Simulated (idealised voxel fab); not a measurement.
process module | voxel wiring stack
cross-section cut | 235 nm wide | cells 5 nm
A cross-section is a grid of square cells, given in bands from the top down. A band is one or more rows of cells.
Each band's line starts with the height of the band's top and of its bottom, in nm. Then come its materials from left to right, each with its width in nm. One material with "throughout" fills the band from edge to edge. "air" is empty space.
Height 0 is the level under which the wafer as received is all one material. The lowest band goes on downwards, as in "0 down".
A width such as "30 to 40" changes by the same amount from each row of cells to the next, from the band's top row to its bottom row.
"no change" after a step means that no cell of the cross-section changed.
closed voids: empty space of 8 cells or more with no open way to the top, each as width x height at its distance from the left edge, in nm
after a step's settings: what the simulator itself notes on the step
overlay nm, on a step with a mask: how far to the right of its planned place the mask lay; to the left if negative
plan
1 op RECEIVE | material Si
2 op CONFORMAL_DEP | material SiO2 | thk nm 10
3 op CONFORMAL_DEP | material SiN | thk nm 5
4 op DIRECTIONAL_DEP | material lowk | thk nm 25
5 op DIRECTIONAL_DEP | material aC | thk nm 15
6 op PATTERN | tone open | mask id METAL_1 | material resist | width nm 25 | pitch nm 45 | thk nm 30 | overlay nm 0
7 op DIRECTIONAL_ETCH | etch materials aC | depth nm 15
8 op STRIP | etch materials resist
9 op DIRECTIONAL_ETCH | etch materials lowk | depth nm 25
10 op DIRECTIONAL_ETCH | etch materials SiN | depth nm 5
11 op STRIP | etch materials aC
12 op CONFORMAL_DEP | material TiN | thk nm 5
13 op FILL_DEP | material Ru | thk nm 10
14 op CMP | height nm 40
15 op CONFORMAL_DEP | material SiCN | thk nm 5
16 op DIRECTIONAL_DEP | material lowk | thk nm 30
17 op PATTERN | tone open | mask id METAL_2_HOLES | material resist | width nm 15 | pitch nm 90 | thk nm 20 | overlay nm 0
18 op DIRECTIONAL_ETCH | etch materials lowk | depth nm 30
19 op STRIP | etch materials resist
20 op PATTERN | tone open | mask id METAL_2 | material resist | width nm 25 | pitch nm 45 | thk nm 15 | overlay nm 0
21 op DIRECTIONAL_ETCH | etch materials lowk | depth nm 15
22 op DIRECTIONAL_ETCH | etch materials SiCN | depth nm 5
23 op STRIP | etch materials resist
24 op CONFORMAL_DEP | material TiN | thk nm 5
25 op FILL_DEP | material Cu | thk nm 10
26 op CMP | height nm 75
27 op CONFORMAL_DEP | material SiCN | thk nm 5
28 op DIRECTIONAL_DEP | material SiO2 | thk nm 30
29 op MASKED_ETCH | tone open | mask id METAL_3 | width nm 25 | pitch nm 45 | etch materials SiO2 | depth nm 15 | overlay nm 0
30 op PATTERN | tone open | mask id METAL_3_HOLES | material resist | width nm 15 | pitch nm 90 | thk nm 20 | overlay nm 0
31 op DIRECTIONAL_ETCH | etch materials SiO2 | depth nm 15
32 op DIRECTIONAL_ETCH | etch materials SiCN | depth nm 5
33 op STRIP | etch materials resist
34 op CONFORMAL_DEP | material TiN | thk nm 5
35 op FILL_DEP | material Ru | thk nm 5
36 op CMP | height nm 110
37 op CONFORMAL_DEP | material SiN | thk nm 5
as received, after step 1
  0 down: Si throughout
  closed voids: none
first wafer at the end, as planned
  115 to 110: SiN throughout
  110 to 100: SiO2 60 | TiN 5 | Ru 15 | TiN 5 | SiO2 20 | TiN 5 | Ru 15 | TiN 5 | SiO2 20 | TiN 5 | Ru 15 | TiN 5 | SiO2 60
  100 to 95: SiO2 60 | TiN 5 | Ru 5 | TiN 15 | SiO2 20 | TiN 25 | SiO2 20 | TiN 5 | Ru 5 | TiN 15 | SiO2 60
  95 to 80: SiO2 60 | TiN 5 | Ru 5 | TiN 5 | SiO2 75 | TiN 5 | Ru 5 | TiN 5 | SiO2 70
  80 to 75: SiCN 60 | TiN 15 | SiCN 75 | TiN 15 | SiCN 70
  75 to 65: lowk 60 | TiN 5 | Cu 15 | TiN 5 | lowk 20 | TiN 5 | Cu 15 | TiN 5 | lowk 20 | TiN 5 | Cu 15 | TiN 5 | lowk 60
  65 to 60: lowk 60 | TiN 5 | Cu 5 | TiN 15 | lowk 20 | TiN 25 | lowk 20 | TiN 5 | Cu 5 | TiN 15 | lowk 60
  60 to 45: lowk 60 | TiN 5 | Cu 5 | TiN 5 | lowk 75 | TiN 5 | Cu 5 | TiN 5 | lowk 70
  45 to 40: SiCN 60 | TiN 15 | SiCN 75 | TiN 15 | SiCN 70
  40 to 15: lowk 60 | TiN 5 | Ru 15 | TiN 5 | lowk 20 | TiN 5 | Ru 15 | TiN 5 | lowk 20 | TiN 5 | Ru 15 | TiN 5 | lowk 60
  15 to 10: SiN 60 | TiN 25 | SiN 20 | TiN 25 | SiN 20 | TiN 25 | SiN 60
  10 to 0: SiO2 throughout
  0 down: Si throughout
  closed voids: none
second wafer at the end: like start, like plan, one mistake
  115 to 110: SiN throughout
  110 to 100: SiO2 60 | TiN 5 | Ru 15 | TiN 5 | SiO2 20 | TiN 5 | Ru 15 | TiN 5 | SiO2 20 | TiN 5 | Ru 15 | TiN 5 | SiO2 60
  100 to 95: SiO2 60 | TiN 5 | Ru 5 | TiN 15 | SiO2 20 | TiN 25 | SiO2 20 | TiN 5 | Ru 5 | TiN 15 | SiO2 60
  95 to 80: SiO2 60 | TiN 5 | Ru 5 | TiN 5 | SiO2 75 | TiN 5 | Ru 5 | TiN 5 | SiO2 70
  80 to 75: SiCN 60 | TiN 15 | SiCN 75 | TiN 15 | SiCN 70
  75 to 65: lowk 60 | TiN 5 | Cu 15 | TiN 5 | lowk 20 | TiN 5 | Cu 15 | TiN 5 | lowk 20 | TiN 5 | Cu 15 | TiN 5 | lowk 60
  65 to 60: lowk 60 | TiN 5 | Cu 5 | TiN 15 | lowk 20 | TiN 25 | lowk 20 | TiN 5 | Cu 5 | TiN 15 | lowk 60
  60 to 45: lowk 60 | TiN 5 | Cu 5 | TiN 5 | lowk 75 | TiN 5 | Cu 5 | TiN 5 | lowk 70
  45 to 40: SiCN 60 | TiN 15 | SiCN 75 | TiN 15 | SiCN 70
  40 to 20: lowk 60 | TiN 5 | Ru 15 | TiN 5 | lowk 20 | TiN 5 | Ru 15 | TiN 5 | lowk 20 | TiN 5 | Ru 15 | TiN 5 | lowk 60
  20 to 15: lowk 60 | TiN 25 | lowk 20 | TiN 25 | lowk 20 | TiN 25 | lowk 60
  15 to 5: SiO2 throughout
  5 to 0: SiN throughout
  0 down: Si throughout
  closed voids: none
what went wrong: steps 2 and 3 were swapped
at the end the second wafer has, in cells: 9 fewer of Ru | 15 more of SiN | 6 fewer of TiN
